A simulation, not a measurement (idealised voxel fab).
Proc. module: voxel transistor to metal
Displayed cross-section: cut, width of 295 nm, square cells sized 5 nm.
A cross-section is written here as square cells arranged in a grid, and it is given in bands from the top down, each band taking up one or more rows of cells. First you get the band's top height and its bottom height, in nm, and then the materials it's made of, left to right, with each width in nm. If you see a single material with "everywhere", that one covers the band edge to edge. "empty" is empty space. Heights are reckoned from 0. Under this level, the received wafer is all of one material. The bottommost band is open-ended downward, for example "from 0 down". Quick explanation for "30..40": the width changes in equal steps down the rows of cells, from the first number in the band's top row to the second number in its bottom row. Given "stayed the same" for a step, no cell of the cross-section differs between before and after that step. Basically, "Sealed voids" tells you about the enclosed voids: empty spaces with no open way to the top, 8 cells or bigger, each written width x height at distance, where distance is from the left edge, all in nm. It should be noted that, on the line of a given step, the content following the step's settings is a remark produced by the simulator itself with respect to that step. overlay nm: on a step with a mask, how far right of its planned place the mask lay; negative means left.
### Listed below are the process steps as planned
1 RECEIVE with material Si
2 CONFORMAL_DEP with material SiO2, thk nm 5
3 CONFORMAL_DEP with material SiN, thk nm 15
4 MASKED_ETCH with tone cover, mask id ACTIVE, width nm 110, pitch nm 130, etch materials SiN, depth nm 15, overlay nm 0
5 MASKED_ETCH with tone cover, mask id ACTIVE, width nm 110, pitch nm 130, etch materials SiO2, depth nm 5, overlay nm 0
6 MASKED_ETCH with tone cover, mask id ACTIVE, width nm 110, pitch nm 130, etch materials Si, depth nm 30, overlay nm 0
7 FILL_DEP with material SiO2, thk nm 10
8 CMP with height nm 20
9 SELECTIVE_ETCH with etch materials SiO2, depth nm 15
10 STRIP with etch materials SiN
11 SELECTIVE_ETCH with etch materials SiO2, depth nm 5
12 OXIDIZE with depth nm 5
13 DIRECTIONAL_DEP with material polySi, thk nm 30
14 DIRECTIONAL_DEP with material SiCN, thk nm 10
15 DIRECTIONAL_DEP with material aC, thk nm 10
16 PATTERN with tone cover, mask id GATE, material resist, width nm 20, pitch nm 130, thk nm 25, overlay nm 0
17 DIRECTIONAL_ETCH with etch materials aC, depth nm 10
18 STRIP with etch materials resist
19 DIRECTIONAL_ETCH with etch materials SiCN, depth nm 20
20 DIRECTIONAL_ETCH with etch materials polySi, depth nm 40
21 STRIP with etch materials aC
22 CONFORMAL_DEP with material SiO2, thk nm 5
23 DIRECTIONAL_ETCH with etch materials SiO2, depth nm 5
24 CONFORMAL_DEP with material SiN, thk nm 5
25 DIRECTIONAL_ETCH with etch materials SiN, depth nm 5
26 DIRECTIONAL_ETCH with etch materials SiO2, depth nm 5
27 EPI with material SiGe, thk nm 5
28 FILL_DEP with material SiO2, thk nm 5
29 CMP with height nm 40
30 DIRECTIONAL_DEP with material SiO2, thk nm 15
31 DIRECTIONAL_DEP with material aC, thk nm 10
32 PATTERN with tone open, mask id CONTACT, material resist, width nm 20, thk nm 30, overlay nm 0
33 DIRECTIONAL_ETCH with etch materials aC, depth nm 10
34 STRIP with etch materials resist
35 DIRECTIONAL_ETCH with etch materials SiO2, depth nm 55
36 STRIP with etch materials aC
37 CONFORMAL_DEP with material TiN, thk nm 5
38 FILL_DEP with material Ru, thk nm 5
39 CMP with height nm 55
40 CONFORMAL_DEP with material SiN, thk nm 5
41 DIRECTIONAL_DEP with material lowk, thk nm 25
42 DIRECTIONAL_DEP with material aC, thk nm 15
43 PATTERN with tone open, mask id METAL_1, material resist, width nm 20, thk nm 35, overlay nm 0
44 DIRECTIONAL_ETCH with etch materials aC, depth nm 15
45 STRIP with etch materials resist
46 DIRECTIONAL_ETCH with etch materials lowk, depth nm 25
47 DIRECTIONAL_ETCH with etch materials SiN, depth nm 5
48 STRIP with etch materials aC
49 CONFORMAL_DEP with material TiN, thk nm 5
50 FILL_DEP with material W, thk nm 10
51 CMP with height nm 85
52 EPI with material Ru, thk nm 5
53 FILL_DEP with material SiCN, thk nm 5
54 DIRECTIONAL_DEP with material SiO2, thk nm 25
55 DIRECTIONAL_DEP with material aC, thk nm 10
56 PATTERN with tone open, mask id METAL_2, material resist, width nm 20, pitch nm 130, thk nm 25, overlay nm -15
57 DIRECTIONAL_ETCH with etch materials aC, depth nm 10
58 STRIP with etch materials resist
59 DIRECTIONAL_ETCH with etch materials SiO2, depth nm 15
60 STRIP with etch materials aC
61 DIRECTIONAL_DEP with material aC, thk nm 10
62 PATTERN with tone open, mask id METAL_2_HOLES, material resist, width nm 15, pitch nm 130, thk nm 25, overlay nm 0
63 DIRECTIONAL_ETCH with etch materials aC, depth nm 10
64 STRIP with etch materials resist
65 DIRECTIONAL_ETCH with etch materials SiO2, depth nm 10
66 DIRECTIONAL_ETCH with etch materials SiCN, depth nm 5
67 STRIP with etch materials aC
68 CONFORMAL_DEP with material TiN, thk nm 5
69 FILL_DEP with material Cu, thk nm 10
70 CMP with height nm 120
71 CONFORMAL_DEP with material SiCN, thk nm 5
Wafers differ in overlay nm at step 56; plan lists the first wafer's value; identical starting state.
### As received, i.e. after step 1: cross-section through the first of several wafers
* from 0 down | Si everywhere
* Sealed voids: none
### So in this table every wafer gets its own row, and what you see is where it stands at the end of the module: for each material, how many cells it picked up (+) or gave up (-) since we received it, and after that its closed voids
overlay nm -15, +12 Cu, +104 Ru, -134 Si, +167 SiCN, +32 SiGe, +75 SiN, +738 SiO2, +178 TiN, +40 W, +215 lowk, +48 polySi, Sealed voids: none
overlay nm -10, +10 Cu, +104 Ru, -134 Si, +165 SiCN, +32 SiGe, +75 SiN, +738 SiO2, +182 TiN, +40 W, +215 lowk, +48 polySi, Sealed voids: none
overlay nm -5, +14 Cu, +104 Ru, -134 Si, +163 SiCN, +32 SiGe, +75 SiN, +738 SiO2, +180 TiN, +40 W, +215 lowk, +48 polySi, Sealed voids: none
overlay nm 0, +14 Cu, +104 Ru, -134 Si, +163 SiCN, +32 SiGe, +75 SiN, +738 SiO2, +180 TiN, +40 W, +215 lowk, +48 polySi, Sealed voids: none
overlay nm 5, +10 Cu, +104 Ru, -134 Si, +165 SiCN, +32 SiGe, +75 SiN, +738 SiO2, +182 TiN, +40 W, +215 lowk, +48 polySi, Sealed voids: none
overlay nm 10, +12 Cu, +104 Ru, -134 Si, +167 SiCN, +32 SiGe, +75 SiN, +738 SiO2, +178 TiN, +40 W, +215 lowk, +48 polySi, Sealed voids: none
overlay nm 15, +14 Cu, +104 Ru, -134 Si, +169 SiCN, +32 SiGe, +75 SiN, +738 SiO2, +174 TiN, +40 W, +215 lowk, +48 polySi, Sealed voids: none
